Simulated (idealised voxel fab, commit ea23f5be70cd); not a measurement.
Process module, titled voxel capacitor over wiring
Cross-sectional view cut (width: 280 nm; square cell size: 5 nm).
Cross-section format: a grid of square cells, given as bands from top to bottom; each band is one or more rows of cells.
Top height, bottom height, nm. Materials left to right, width each, nm. Single material + "everywhere" = fills band edge to edge. "empty" = empty.
Beneath 0, the wafer as received is one material, and that level is where height counting begins. The lowest band goes on downward without a bottom; it is written like "0 nm and below".
The width entry "30->40" should be interpreted row by row: the top row of cells in the band takes the first number, the bottom row takes the second number, and the change between adjacent rows is uniform throughout.
When a step is marked "changes: none", none of the cells in the cross-section changed during that step.
Closed empty spaces (no open way to the top) of 8 cells or more are what "Closed void list" lists, each as width x height at distance from the left edge, nm for all three.
That trailing text on a step's line, after the settings, is the simulator's own remark on the step.
overlay nm: where the mask lay relative to plan, measured to the right, on steps with a mask; negatives go left.
-- Steps in the process plan
| 1 | RECEIVE with material Si |
| 2 | CONFORMAL_DEP with material SiO2, thk nm 10 |
| 3 | CONFORMAL_DEP with material SiN, thk nm 5 |
| 4 | DIRECTIONAL_DEP with material lowk, thk nm 20 |
| 5 | DIRECTIONAL_DEP with material aC, thk nm 10 |
| 6 | PATTERN with tone open, mask id METAL_1, material resist, width nm 30, pitch nm 80, thk nm 25, overlay nm 0 |
| 7 | DIRECTIONAL_ETCH with etch materials aC, depth nm 10 |
| 8 | STRIP with etch materials resist |
| 9 | DIRECTIONAL_ETCH with etch materials lowk, depth nm 20 |
| 10 | DIRECTIONAL_ETCH with etch materials SiN, depth nm 5 |
| 11 | STRIP with etch materials aC |
| 12 | CONFORMAL_DEP with material TiN, thk nm 5 |
| 13 | FILL_DEP with material Ru, thk nm 10 |
| 14 | CMP with height nm 35 |
| 15 | EPI with material Ru, thk nm 5 |
| 16 | FILL_DEP with material SiCN, thk nm 5 |
| 17 | DIRECTIONAL_DEP with material SiO2, thk nm 20 |
| 18 | PATTERN with tone open, mask id PLUG_1, material resist, width nm 15, thk nm 15, overlay nm 0 |
| 19 | DIRECTIONAL_ETCH with etch materials SiO2, depth nm 20 |
| 20 | DIRECTIONAL_ETCH with etch materials SiCN, depth nm 5 |
| 21 | STRIP with etch materials resist |
| 22 | EPI with material Ru, thk nm 10 |
| 23 | EPI with material Ru, thk nm 10 |
| 24 | EPI with material Ru, thk nm 5 |
| 25 | DIRECTIONAL_DEP with material TiN, thk nm 5 |
| 26 | DIRECTIONAL_DEP with material Al2O3, thk nm 5 |
| 27 | DIRECTIONAL_DEP with material TiN, thk nm 5 |
| 28 | MASKED_ETCH with tone cover, mask id UPPER_PLATE, width nm 55, etch materials TiN, depth nm 5, overlay nm 0 |
| 29 | MASKED_ETCH with tone cover, mask id UPPER_PLATE, width nm 55, etch materials Al2O3, depth nm 5, overlay nm 0 |
| 30 | PATTERN with tone cover, mask id LOWER_PLATE, material resist, width nm 65, thk nm 20, overlay nm 0 |
| 31 | DIRECTIONAL_ETCH with etch materials TiN, depth nm 5 |
| 32 | STRIP with etch materials resist |
| 33 | FILL_DEP with material SiO2, thk nm 15 |
| 34 | CMP with height nm 90 |
| 35 | PATTERN with tone open, mask id PLUG_2, material resist, width nm 15, thk nm 20, overlay nm 0 |
| 36 | DIRECTIONAL_ETCH with etch materials SiO2, depth nm 10 |
| 37 | STRIP with etch materials resist |
| 38 | CONFORMAL_DEP with material TiN, thk nm 5 |
| 39 | FILL_DEP with material W, thk nm 5 |
| 40 | CMP with height nm 90 |
| 41 | CONFORMAL_DEP with material SiN, thk nm 5 |
-- As received (post step 1): cross-section
* 0 nm and below = Si everywhere
* Closed void list: none
-- a wafer at the end: this start, this plan, one mistake
* 95 nm to 90 nm = SiN everywhere
* 90 nm to 85 nm = SiO2: 95 | TiN: 5 | SiO2: 10 | TiN: 50 | SiO2: 120
* 85 nm to 75 nm = SiO2: 110->100 | TiN: 5->15 | SiO2: 165
* 75 nm to 70 nm = SiO2: 100 | Al2O3: 15 | SiO2: 165
* 70 nm to 65 nm = SiO2: 100 | TiN: 15 | SiO2: 165
* 65 nm to 45 nm = SiO2 everywhere
* 45 nm to 40 nm = SiCN everywhere
* 40 nm to 35 nm = SiCN: 80 | Ru: 40 | SiCN: 40 | Ru: 40 | SiCN: 80
* 35 nm to 15 nm = lowk: 85 | TiN: 5 | Ru: 20 | TiN: 5 | lowk: 50 | TiN: 5 | Ru: 20 | TiN: 5 | lowk: 85
* 15 nm to 10 nm = SiN: 85 | TiN: 30 | SiN: 50 | TiN: 30 | SiN: 85
* 10 nm to 0 nm = SiO2 everywhere
* 0 nm and below = Si everywhere
* Closed void list: none
What went wrong in running the wafer? plan step 17 was conducted twice
